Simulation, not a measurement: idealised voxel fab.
Module name: voxel wiring stack (process module)
Each square cell in cross-section cut measures 5 nm, and the section as a whole is 290 nm wide.
Notation: cross-section as square-cell grid; stated in bands, top first, going down; one or more cell rows per band.
Top, bottom (nm), then materials left to right with widths (nm); lone material tagged "all across" fills the whole band edge to edge; "blank" = empty space.
The level at which height equals 0 is the one under which the wafer, as it arrives, is entirely one material. No lower edge exists for the bottom band, which continues downward and is notated as in "from 0 down".
Quick explanation for "30..40": the width changes in equal steps down the rows of cells, from the first number in the band's top row to the second number in its bottom row.
Where a step carries "no modifications", the cross-section came out of it unchanged, cell for cell.
In the "Catalogued sealed voids" entry, you get each enclosed empty space of 8 cells or more, one with no open way to the top, written width x height at distance, distance from the left edge, in nm.
Read whatever lies past the settings on a step's line as the simulator's own remark about the step.
Among the settings permitted on a step's line is "overlay nm"; applied to a step with a mask, it specifies the extent to which the mask lay to the right of its planned position, whereas a negative figure signifies a position to the left.

Process steps - plan:
1: RECEIVE | material Si
2: CONFORMAL_DEP | material SiO2 | thk nm 15
3: DIRECTIONAL_DEP | material TiN | thk nm 5
4: DIRECTIONAL_DEP | material Ru | thk nm 25
5: PATTERN | tone cover | mask id METAL_1 | material resist | width nm 30 | pitch nm 50 | thk nm 20 | overlay nm 0
6: DIRECTIONAL_ETCH | etch materials Ru | depth nm 25
7: DIRECTIONAL_ETCH | etch materials TiN | depth nm 5
8: STRIP | etch materials resist
9: FILL_DEP | material lowk | thk nm 10
10: CMP | height nm 45
11: CONFORMAL_DEP | material SiCN | thk nm 5
12: DIRECTIONAL_DEP | material lowk | thk nm 20
13: MASKED_ETCH | tone open | mask id PLUG_1 | width nm 15 | pitch nm 50 | etch materials lowk | depth nm 20 | overlay nm 0
14: MASKED_ETCH | tone open | mask id PLUG_1 | width nm 15 | pitch nm 50 | etch materials SiCN | depth nm 5 | overlay nm 0
15: CONFORMAL_DEP | material TiN | thk nm 5
16: FILL_DEP | material Cu | thk nm 5
17: CMP | height nm 70
18: DIRECTIONAL_DEP | material TiN | thk nm 5
19: DIRECTIONAL_DEP | material Ru | thk nm 15
20: DIRECTIONAL_DEP | material aC | thk nm 15
21: PATTERN | tone cover | mask id METAL_2 | material resist | width nm 30 | pitch nm 50 | thk nm 30 | overlay nm 0
22: DIRECTIONAL_ETCH | etch materials aC | depth nm 15
23: STRIP | etch materials resist
24: DIRECTIONAL_ETCH | etch materials Ru | depth nm 15
25: DIRECTIONAL_ETCH | etch materials TiN | depth nm 5
26: STRIP | etch materials aC
27: CONFORMAL_DEP | material SiCN | thk nm 5
28: FILL_DEP | material lowk | thk nm 10
29: CMP | height nm 90
30: CONFORMAL_DEP | material SiN | thk nm 5

Incoming wafer, cross-sectional view, post step 1:
    from 0 down = Si all across
    Catalogued sealed voids: none

Cross-sectional view of the first of the two wafers upon completion of the module, processed in accordance with the plan:
    from 95 to 90 = SiN all across
    from 90 to 75 = 100 nm lowk / 5 nm SiCN / 30 nm Ru / 5 nm SiCN / 10 nm lowk / 5 nm SiCN / 30 nm Ru / 5 nm SiCN / 100 nm lowk
    from 75 to 70 = 105 nm SiCN / 30 nm TiN / 20 nm SiCN / 30 nm TiN / 105 nm SiCN
    from 70 to 50 = 105 nm lowk / 5 nm TiN / 5 nm Cu / 5 nm TiN / 35 nm lowk / 5 nm TiN / 5 nm Cu / 5 nm TiN / 120 nm lowk
    from 50 to 45 = 105 nm SiCN / 15 nm TiN / 35 nm SiCN / 15 nm TiN / 120 nm SiCN
    from 45 to 20 = 105 nm lowk / 30 nm Ru / 20 nm lowk / 30 nm Ru / 105 nm lowk
    from 20 to 15 = 105 nm lowk / 30 nm TiN / 20 nm lowk / 30 nm TiN / 105 nm lowk
    from 15 to 0 = SiO2 all across
    from 0 down = Si all across
    Catalogued sealed voids: none

This cross-section belongs to the second wafer of two at the end of the module; the start and the plan were shared with the first, and the run included one mistake:
    from 110 to 105 = SiN all across
    from 105 to 95 = lowk all across
    from 95 to 90 = 100 nm lowk / 40 nm SiCN / 10 nm lowk / 40 nm SiCN / 100 nm lowk
    from 90 to 75 = 100 nm lowk / 5 nm SiCN / 30 nm Ru / 5 nm SiCN / 10 nm lowk / 5 nm SiCN / 30 nm Ru / 5 nm SiCN / 100 nm lowk
    from 75 to 70 = 105 nm SiCN / 30 nm TiN / 20 nm SiCN / 30 nm TiN / 105 nm SiCN
    from 70 to 50 = 105 nm lowk / 5 nm TiN / 5 nm Cu / 5 nm TiN / 35 nm lowk / 5 nm TiN / 5 nm Cu / 5 nm TiN / 120 nm lowk
    from 50 to 45 = 105 nm SiCN / 15 nm TiN / 35 nm SiCN / 15 nm TiN / 120 nm SiCN
    from 45 to 20 = 105 nm lowk / 30 nm Ru / 20 nm lowk / 30 nm Ru / 105 nm lowk
    from 20 to 15 = 105 nm lowk / 30 nm TiN / 20 nm lowk / 30 nm TiN / 105 nm lowk
    from 15 to 0 = SiO2 all across
    from 0 down = Si all across
    Catalogued sealed voids: none
Nonconformance to the process plan: step 29 of the plan was excluded from execution and never run
FYI, end of process, the second wafer has more or fewer cells of some materials than the first: SiCN: 16 more, lowk: 158 more
